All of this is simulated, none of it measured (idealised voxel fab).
Documented hereafter: the process module known as voxel released beams.
cross-section cut | 280 nm wide | cells 5 nm
Cross-section, as written here: a square-cell grid given band by band from the top down, where a band holds one or more rows of cells.
The band entry comprises the height of the band's top followed by the height of its bottom, expressed in nm, and subsequently the band's materials from left to right, each stated together with its width in nm. Where a single material is marked with the word "edge to edge", that material fills the band from edge to edge. The word "blank" represents empty space.
The level at which height equals 0 is the one under which the wafer, as it arrives, is entirely one material. No lower edge exists for the bottom band, which continues downward and is notated as in "0 and below".
Read "30..40" as a graded width: first number on top, second number at the bottom, same change between each pair of neighbouring rows.
Key: "nothing got changed" - step with no changed cell in the cross-section.
"Closed void register" contains a list of empty spaces, each no smaller than 8 cells and without an open way to the top, written in the form width x height at distance with the distance from the left edge and all three in nm.
The remark found on a step's line after its settings is issued by the simulator itself and pertains to that step.
overlay nm: mask right of planned place by this much (step with mask). Neg. = left.
# The following list gives the planned process steps
| 1 | RECEIVE, material Si |
| 2 | CONFORMAL_DEP, material SiN, thk nm 10 |
| 3 | DIRECTIONAL_DEP, material SiO2, thk nm 15 |
| 4 | DIRECTIONAL_DEP, material aC, thk nm 10 |
| 5 | PATTERN, tone open, mask id ANCHOR, material resist, width nm 35, thk nm 30, overlay nm 0 |
| 6 | DIRECTIONAL_ETCH, etch materials aC, depth nm 10 |
| 7 | STRIP, etch materials resist |
| 8 | DIRECTIONAL_ETCH, etch materials SiO2, depth nm 15 |
| 9 | STRIP, etch materials aC |
| 10 | CONFORMAL_DEP, material W, thk nm 10 |
| 11 | MASKED_ETCH, tone cover, mask id BEAM, width nm 120, etch materials W, depth nm 10, overlay nm 0 |
| 12 | STRIP, etch materials SiO2 |
# Cross-section, incoming material, after step 1
	0 and below  Si edge to edge
	Closed void register: none
# a wafer at the end: this start, this plan, one mistake
	35 down to 25  75 of blank | 50 of W | 155 of blank
	25 down to 20  70 of blank | 10 of W | 35 of SiO2 | 10 of W | 155 of blank
	20 down to 10  70 of blank | 10 of W | 35 of SiO2 | 80 of W | 85 of blank
	10 down to 0  SiN edge to edge
	0 and below  Si edge to edge
	Closed void register: none
The plan and the run diverged here: off-plan run, step 5, actual operation and settings PATTERN, tone cover, mask id ANCHOR, material resist, width nm 35, thk nm 30, overlay nm 0
